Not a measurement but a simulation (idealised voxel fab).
You're looking at the process module voxel self aligned vias.
Pictured: cross-section cut, 230 nm wide, on a grid of 5 nm square cells.
We lay out every cross-section as a grid of square cells and spell it out in bands from the top down, where one band means one or more rows of cells. Band: top and bottom heights (nm) first, top before bottom; then materials from left to right, widths in nm. "all across" marks a sole material filling the band edge to edge. "blank" denotes empty space. For the purposes of this specification, 0 denotes the height below which the wafer in its as-received condition is composed wholly of one material, and the lowermost band, lacking a lower limit, extends downward without end, as expressed in "0 -> down". The width entry "30 to 40" should be interpreted row by row: the top row of cells in the band takes the first number, the bottom row takes the second number, and the change between adjacent rows is uniform throughout. "nothing changed" after a step means that no cell of the cross-section changed. "Catalogued sealed voids" - sealed voids, min. 8 cells, no opening to top; format: width x height at distance (distance from left edge; nm throughout). It should be noted that, on the line of a given step, the content following the step's settings is a remark produced by the simulator itself with respect to that step. overlay nm, on a step with a mask: how far to the right of its planned place the mask lay; to the left if negative.
Process steps - plan
step 1: op RECEIVE | material Si
step 2: op CONFORMAL_DEP | material SiO2 | thk nm 10
step 3: op CONFORMAL_DEP | material SiCN | thk nm 5
step 4: op DIRECTIONAL_DEP | material SiO2 | thk nm 25
step 5: op PATTERN | tone open | mask id LINES | material resist | width nm 20 | pitch nm 55 | thk nm 20 | overlay nm 0
step 6: op DIRECTIONAL_ETCH | etch materials SiO2 | depth nm 25
step 7: op STRIP | etch materials resist
step 8: op CONFORMAL_DEP | material TiN | thk nm 5
step 9: op FILL_DEP | material W | thk nm 5
step 10: op CMP | height nm 40
step 11: op SELECTIVE_ETCH | etch materials W Ru TiN | depth nm 10
step 12: op FILL_DEP | material SiN | thk nm 10
step 13: op CMP | height nm 40
step 14: op DIRECTIONAL_DEP | material SiO2 | thk nm 20
step 15: op DIRECTIONAL_DEP | material aC | thk nm 15
step 16: op PATTERN | tone open | mask id VIAS | material resist | width nm 40 | pitch nm 55 | thk nm 30 | overlay nm 0
step 17: op DIRECTIONAL_ETCH | etch materials aC | depth nm 15
step 18: op STRIP | etch materials resist
step 19: op DIRECTIONAL_ETCH | etch materials SiO2 | depth nm 20
step 20: op DIRECTIONAL_ETCH | etch materials SiN | depth nm 10
step 21: op STRIP | etch materials aC
step 22: op CONFORMAL_DEP | material TiN | thk nm 5
step 23: op FILL_DEP | material Ru | thk nm 5
step 24: op CMP | height nm 60
step 25: op CONFORMAL_DEP | material SiCN | thk nm 5
Concerning the first of two wafers, which was run in accordance with the plan
Wafer at receipt (post step 1), cross-section
	0 -> down: Si all across
	Catalogued sealed voids: none
Step 2 done - wafer cross-section
	10 -> 0: SiO2 all across
	No changes below 0.
Step 3 done - wafer cross-section
	15 -> 10: SiCN all across
	No changes below 10.
Step 4 done - wafer cross-section
	40 -> 15: SiO2 all across
	No changes below 15.
Step 5 done - wafer cross-section
	60 -> 40: 75 of resist / 20 of blank / 35 of resist / 20 of blank / 80 of resist
	No changes below 40.
Step 6 done - wafer cross-section
	60 -> 40: 75 of resist / 20 of blank / 35 of resist / 20 of blank / 80 of resist
	40 -> 15: 75 of SiO2 / 20 of blank / 35 of SiO2 / 20 of blank / 80 of SiO2
	No changes below 15.
Step 7 done - wafer cross-section
	40 -> 15: 75 of SiO2 / 20 of blank / 35 of SiO2 / 20 of blank / 80 of SiO2
	No changes below 15.
Step 8 done - wafer cross-section
	45 -> 40: 80 of TiN / 10 of blank / 45 of TiN / 10 of blank / 85 of TiN
	40 -> 20: 75 of SiO2 / 5 of TiN / 10 of blank / 5 of TiN / 35 of SiO2 / 5 of TiN / 10 of blank / 5 of TiN / 80 of SiO2
	20 -> 15: 75 of SiO2 / 20 of TiN / 35 of SiO2 / 20 of TiN / 80 of SiO2
	No changes below 15.
Step 9 done - wafer cross-section
	50 -> 45: W all across
	45 -> 40: 80 of TiN / 10 of W / 45 of TiN / 10 of W / 85 of TiN
	40 -> 20: 75 of SiO2 / 5 of TiN / 10 of W / 5 of TiN / 35 of SiO2 / 5 of TiN / 10 of W / 5 of TiN / 80 of SiO2
	No changes below 20.
Step 10 done - wafer cross-section
	40 -> 20: 75 of SiO2 / 5 of TiN / 10 of W / 5 of TiN / 35 of SiO2 / 5 of TiN / 10 of W / 5 of TiN / 80 of SiO2
	No changes below 20.
Step 11 done - wafer cross-section
	40 -> 30: 75 of SiO2 / 20 of blank / 35 of SiO2 / 20 of blank / 80 of SiO2
	No changes below 30.
Step 12 done - wafer cross-section
	50 -> 40: SiN all across
	40 -> 30: 75 of SiO2 / 20 of SiN / 35 of SiO2 / 20 of SiN / 80 of SiO2
	No changes below 30.
Step 13 done - wafer cross-section
	40 -> 30: 75 of SiO2 / 20 of SiN / 35 of SiO2 / 20 of SiN / 80 of SiO2
	No changes below 30.
Step 14 done - wafer cross-section
	60 -> 40: SiO2 all across
	No changes below 40.
Step 15 done - wafer cross-section
	75 -> 60: aC all across
	No changes below 60.
Step 16 done - wafer cross-section
	105 -> 75: 65 of resist / 40 of blank / 15 of resist / 40 of blank / 70 of resist
	No changes below 75.
Step 17 done - wafer cross-section
	90 -> 75: 65 of resist / 40 of blank / 15 of resist / 40 of blank / 70 of resist
	75 -> 60: 65 of aC / 40 of blank / 15 of aC / 40 of blank / 70 of aC
	No changes below 60.
Step 18 done - wafer cross-section
	75 -> 60: 65 of aC / 40 of blank / 15 of aC / 40 of blank / 70 of aC
	No changes below 60.
Step 19 done - wafer cross-section
	75 -> 60: 65 of aC / 40 of blank / 15 of aC / 40 of blank / 70 of aC
	60 -> 40: 65 of SiO2 / 40 of blank / 15 of SiO2 / 40 of blank / 70 of SiO2
	No changes below 40.
Step 20 done - wafer cross-section
	75 -> 60: 65 of aC / 40 of blank / 15 of aC / 40 of blank / 70 of aC
	60 -> 40: 65 of SiO2 / 40 of blank / 15 of SiO2 / 40 of blank / 70 of SiO2
	40 -> 30: 75 of SiO2 / 20 of blank / 35 of SiO2 / 20 of blank / 80 of SiO2
	No changes below 30.
Step 21 done - wafer cross-section
	60 -> 40: 65 of SiO2 / 40 of blank / 15 of SiO2 / 40 of blank / 70 of SiO2
	No changes below 40.
Step 22 done - wafer cross-section
	65 -> 60: 70 of TiN / 30 of blank / 25 of TiN / 30 of blank / 75 of TiN
	60 -> 45: 65 of SiO2 / 5 of TiN / 30 of blank / 5 of TiN / 15 of SiO2 / 5 of TiN / 30 of blank / 5 of TiN / 70 of SiO2
	45 -> 35: 65 to 75 of SiO2 / 15 to 5 of TiN / 10 of blank / 15 to 5 of TiN / 15 to 35 of SiO2 / 15 to 5 of TiN / 10 of blank / 15 to 5 of TiN / 70 to 80 of SiO2
	35 -> 30: 75 of SiO2 / 20 of TiN / 35 of SiO2 / 20 of TiN / 80 of SiO2
	No changes below 30.
Step 23 done - wafer cross-section
	70 -> 65: Ru all across
	65 -> 60: 70 of TiN / 30 of Ru / 25 of TiN / 30 of Ru / 75 of TiN
	60 -> 45: 65 of SiO2 / 5 of TiN / 30 of Ru / 5 of TiN / 15 of SiO2 / 5 of TiN / 30 of Ru / 5 of TiN / 70 of SiO2
	45 -> 35: 65 to 75 of SiO2 / 15 to 5 of TiN / 10 of Ru / 15 to 5 of TiN / 15 to 35 of SiO2 / 15 to 5 of TiN / 10 of Ru / 15 to 5 of TiN / 70 to 80 of SiO2
	No changes below 35.
Step 24 done - wafer cross-section
	60 -> 45: 65 of SiO2 / 5 of TiN / 30 of Ru / 5 of TiN / 15 of SiO2 / 5 of TiN / 30 of Ru / 5 of TiN / 70 of SiO2
	No changes below 45.
Step 25 done - wafer cross-section
	65 -> 60: SiCN all across
	No changes below 60.
Wafer two: like wafer one in start and plan, but with one mistake in execution; identical up to and including step 4
Cross-sectional representation of the second wafer at the time designated in the plan for the completion of step 5
	60 -> 40: 75 of blank / 20 of resist / 35 of blank / 20 of resist / 80 of blank
	No changes below 40.
Cross-sectional representation of the second wafer at the time designated in the plan for the completion of step 6
	60 -> 40: 75 of blank / 20 of resist / 35 of blank / 20 of resist / 80 of blank
	40 -> 15: 75 of blank / 20 of SiO2 / 35 of blank / 20 of SiO2 / 80 of blank
	No changes below 15.
Cross-sectional representation of the second wafer at the time designated in the plan for the completion of step 7
	40 -> 15: 75 of blank / 20 of SiO2 / 35 of blank / 20 of SiO2 / 80 of blank
	No changes below 15.
Cross-sectional representation of the second wafer at the time designated in the plan for the completion of step 8
	45 -> 40: 70 of blank / 30 of TiN / 25 of blank / 30 of TiN / 75 of blank
	40 -> 20: 70 of blank / 5 of TiN / 20 of SiO2 / 5 of TiN / 25 of blank / 5 of TiN / 20 of SiO2 / 5 of TiN / 75 of blank
	20 -> 15: 75 of TiN / 20 of SiO2 / 35 of TiN / 20 of SiO2 / 80 of TiN
	No changes below 15.
Cross-sectional representation of the second wafer at the time designated in the plan for the completion of step 9
	50 -> 45: W all across
	45 -> 40: 70 of W / 30 of TiN / 25 of W / 30 of TiN / 75 of W
	40 -> 20: 70 of W / 5 of TiN / 20 of SiO2 / 5 of TiN / 25 of W / 5 of TiN / 20 of SiO2 / 5 of TiN / 75 of W
	No changes below 20.
Cross-sectional representation of the second wafer at the time designated in the plan for the completion of step 10
	40 -> 20: 70 of W / 5 of TiN / 20 of SiO2 / 5 of TiN / 25 of W / 5 of TiN / 20 of SiO2 / 5 of TiN / 75 of W
	No changes below 20.
Cross-sectional representation of the second wafer at the time designated in the plan for the completion of step 11
	40 -> 30: 75 of blank / 20 of SiO2 / 35 of blank / 20 of SiO2 / 80 of blank
	No changes below 30.
Cross-sectional representation of the second wafer at the time designated in the plan for the completion of step 12
	50 -> 40: SiN all across
	40 -> 30: 75 of SiN / 20 of SiO2 / 35 of SiN / 20 of SiO2 / 80 of SiN
	No changes below 30.
Cross-sectional representation of the second wafer at the time designated in the plan for the completion of step 13
	40 -> 30: 75 of SiN / 20 of SiO2 / 35 of SiN / 20 of SiO2 / 80 of SiN
	No changes below 30.
Cross-sectional representation of the second wafer at the time designated in the plan for the completion of step 14
	60 -> 40: SiO2 all across
	No changes below 40.
Cross-sectional representation of the second wafer at the time designated in the plan for the completion of step 15
	75 -> 60: aC all across
	No changes below 60.
Cross-sectional representation of the second wafer at the time designated in the plan for the completion of step 16
	105 -> 75: 65 of resist / 40 of blank / 15 of resist / 40 of blank / 70 of resist
	No changes below 75.
Cross-sectional representation of the second wafer at the time designated in the plan for the completion of step 17
	90 -> 75: 65 of resist / 40 of blank / 15 of resist / 40 of blank / 70 of resist
	75 -> 60: 65 of aC / 40 of blank / 15 of aC / 40 of blank / 70 of aC
	No changes below 60.
Cross-sectional representation of the second wafer at the time designated in the plan for the completion of step 18
	75 -> 60: 65 of aC / 40 of blank / 15 of aC / 40 of blank / 70 of aC
	No changes below 60.
Cross-sectional representation of the second wafer at the time designated in the plan for the completion of step 19
	75 -> 60: 65 of aC / 40 of blank / 15 of aC / 40 of blank / 70 of aC
	60 -> 40: 65 of SiO2 / 40 of blank / 15 of SiO2 / 40 of blank / 70 of SiO2
	No changes below 40.
Cross-sectional representation of the second wafer at the time designated in the plan for the completion of step 20
	75 -> 60: 65 of aC / 40 of blank / 15 of aC / 40 of blank / 70 of aC
	60 -> 40: 65 of SiO2 / 40 of blank / 15 of SiO2 / 40 of blank / 70 of SiO2
	40 -> 30: 65 of SiN / 10 of blank / 20 of SiO2 / 10 of blank / 15 of SiN / 10 of blank / 20 of SiO2 / 10 of blank / 70 of SiN
	No changes below 30.
Cross-sectional representation of the second wafer at the time designated in the plan for the completion of step 21
	60 -> 40: 65 of SiO2 / 40 of blank / 15 of SiO2 / 40 of blank / 70 of SiO2
	No changes below 40.
Cross-sectional representation of the second wafer at the time designated in the plan for the completion of step 22
	65 -> 60: 70 of TiN / 30 of blank / 25 of TiN / 30 of blank / 75 of TiN
	60 -> 45: 65 of SiO2 / 5 of TiN / 30 of blank / 5 of TiN / 15 of SiO2 / 5 of TiN / 30 of blank / 5 of TiN / 70 of SiO2
	45 -> 40: 65 of SiO2 / 40 of TiN / 15 of SiO2 / 40 of TiN / 70 of SiO2
	40 -> 30: 65 of SiN / 10 of TiN / 20 of SiO2 / 10 of TiN / 15 of SiN / 10 of TiN / 20 of SiO2 / 10 of TiN / 70 of SiN
	No changes below 30.
Cross-sectional representation of the second wafer at the time designated in the plan for the completion of step 23
	70 -> 65: Ru all across
	65 -> 60: 70 of TiN / 30 of Ru / 25 of TiN / 30 of Ru / 75 of TiN
	60 -> 45: 65 of SiO2 / 5 of TiN / 30 of Ru / 5 of TiN / 15 of SiO2 / 5 of TiN / 30 of Ru / 5 of TiN / 70 of SiO2
	No changes below 45.
Cross-sectional representation of the second wafer at the time designated in the plan for the completion of step 24
	60 -> 45: 65 of SiO2 / 5 of TiN / 30 of Ru / 5 of TiN / 15 of SiO2 / 5 of TiN / 30 of Ru / 5 of TiN / 70 of SiO2
	No changes below 45.
Cross-sectional representation of the second wafer at the time designated in the plan for the completion of step 25
	65 -> 60: SiCN all across
	No changes below 60.
Heads up, the wafer didn't run the way we planned it: step 5 changed vs plan, executed as op PATTERN | tone cover | mask id LINES | material resist | width nm 20 | pitch nm 55 | thk nm 20 | overlay nm 0
Wafer comparison, final, in cells, second relative to first, materials more or fewer: 8 fewer of Ru | 60 more of SiN | 150 fewer of SiO2 | 38 more of TiN | 60 more of W
